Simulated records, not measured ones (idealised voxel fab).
The following is a process module called voxel tone inversion.
For reference, the cross-section in this document is cut, with width 275 nm and square cells of 5 nm.
We lay out every cross-section as a grid of square cells and spell it out in bands from the top down, where one band means one or more rows of cells.
What a band's entry tells you: where the top is and where the bottom is, as heights in nm, and after that what lies inside, material by material from left to right, each with its width in nm. Empty space is written as the word "blank", and a single material marked with the word "edge to edge" occupies the band from edge to edge.
For the purposes of this specification, 0 denotes the height below which the wafer in its as-received condition is composed wholly of one material, and the lowermost band, lacking a lower limit, extends downward without end, as expressed in "from 0 down".
Note: "30->40" means the width goes from the first number (top row of the band) to the second number (bottom row) in equal steps per row of cells.
The cross-section has no changed cell in any step marked "remains unaltered".
In "Completely enclosed voids" the enclosed voids are listed, meaning empty spaces of 8 cells or larger without any opening to the top. The form is width x height at distance, distance from the left edge, units nm.
after a step's settings: what the simulator itself notes on the step
You can add "overlay nm" to a step's line. For a step with a mask, it describes how far the mask lay to the right of its planned position, and a negative number describes a lay to the left.
-- Planned process steps
1,RECEIVE (material Si)
2,CONFORMAL_DEP (material SiN; thk nm 10)
3,DIRECTIONAL_DEP (material polySi; thk nm 20)
4,PATTERN (tone cover; mask id POSTS; material resist; width nm 25; pitch nm 40; thk nm 30; overlay nm 0)
5,DIRECTIONAL_ETCH (etch materials polySi; depth nm 20)
6,STRIP (etch materials resist)
7,FILL_DEP (material lowk; thk nm 5)
8,CMP (height nm 30)
9,STRIP (etch materials polySi)
-- The first of two wafers, run as planned
-- Received-state cross-section, reflecting completion of step 1
	from 0 down | Si edge to edge
	Completely enclosed voids: none
-- The wafer, seen in cross-section, after step 2
	from 10 to 0 | SiN edge to edge
	Under the height 0 nothing was changed.
-- The wafer, seen in cross-section, after step 3
	from 30 to 10 | polySi edge to edge
	Under the height 10 nothing was changed.
-- The wafer, seen in cross-section, after step 4
	from 60 to 30 | 85 blank / 25 resist / 15 blank / 25 resist / 15 blank / 25 resist / 85 blank
	Under the height 30 nothing was changed.
-- The wafer, seen in cross-section, after step 5
	from 60 to 30 | 85 blank / 25 resist / 15 blank / 25 resist / 15 blank / 25 resist / 85 blank
	from 30 to 10 | 85 blank / 25 polySi / 15 blank / 25 polySi / 15 blank / 25 polySi / 85 blank
	Under the height 10 nothing was changed.
-- The wafer, seen in cross-section, after step 6
	from 30 to 10 | 85 blank / 25 polySi / 15 blank / 25 polySi / 15 blank / 25 polySi / 85 blank
	Under the height 10 nothing was changed.
-- The wafer, seen in cross-section, after step 7
	from 35 to 30 | lowk edge to edge
	from 30 to 10 | 85 lowk / 25 polySi / 15 lowk / 25 polySi / 15 lowk / 25 polySi / 85 lowk
	Under the height 10 nothing was changed.
-- The wafer, seen in cross-section, after step 8
	from 30 to 10 | 85 lowk / 25 polySi / 15 lowk / 25 polySi / 15 lowk / 25 polySi / 85 lowk
	Under the height 10 nothing was changed.
-- The wafer, seen in cross-section, after step 9
	from 30 to 10 | 85 lowk / 25 blank / 15 lowk / 25 blank / 15 lowk / 25 blank / 85 lowk
	Under the height 10 nothing was changed.
-- Here the second wafer is described. Its start and its plan were those of the first wafer. Its run contained one mistake. Up to and including step 1, it did exactly what the first wafer did
-- What the second wafer looks like in cross-section when step 2 should have wrapped up
	from 20 to 0 | polySi edge to edge
	Under the height 0 nothing was changed.
-- What the second wafer looks like in cross-section when step 3 should have wrapped up
	from 30 to 20 | SiN edge to edge
	Under the height 20 nothing was changed.
-- What the second wafer looks like in cross-section when step 4 should have wrapped up
	from 60 to 30 | 85 blank / 25 resist / 15 blank / 25 resist / 15 blank / 25 resist / 85 blank
	Under the height 30 nothing was changed.
What the second wafer looks like in cross-section when step 5 should have wrapped up: remains unaltered
-- What the second wafer looks like in cross-section when step 6 should have wrapped up
	from 30 to 20 | SiN edge to edge
	Under the height 20 nothing was changed.
-- What the second wafer looks like in cross-section when step 7 should have wrapped up
	from 35 to 30 | lowk edge to edge
	Under the height 30 nothing was changed.
-- What the second wafer looks like in cross-section when step 8 should have wrapped up
	from 30 to 20 | SiN edge to edge
	Under the height 20 nothing was changed.
What the second wafer looks like in cross-section when step 9 should have wrapped up: remains unaltered
The plan and the run diverged here: transposition of steps 2 and 3 relative to the planned sequence
End of process, cell counts, second wafer against first, materials with more or fewer: lowk -160 | polySi +220
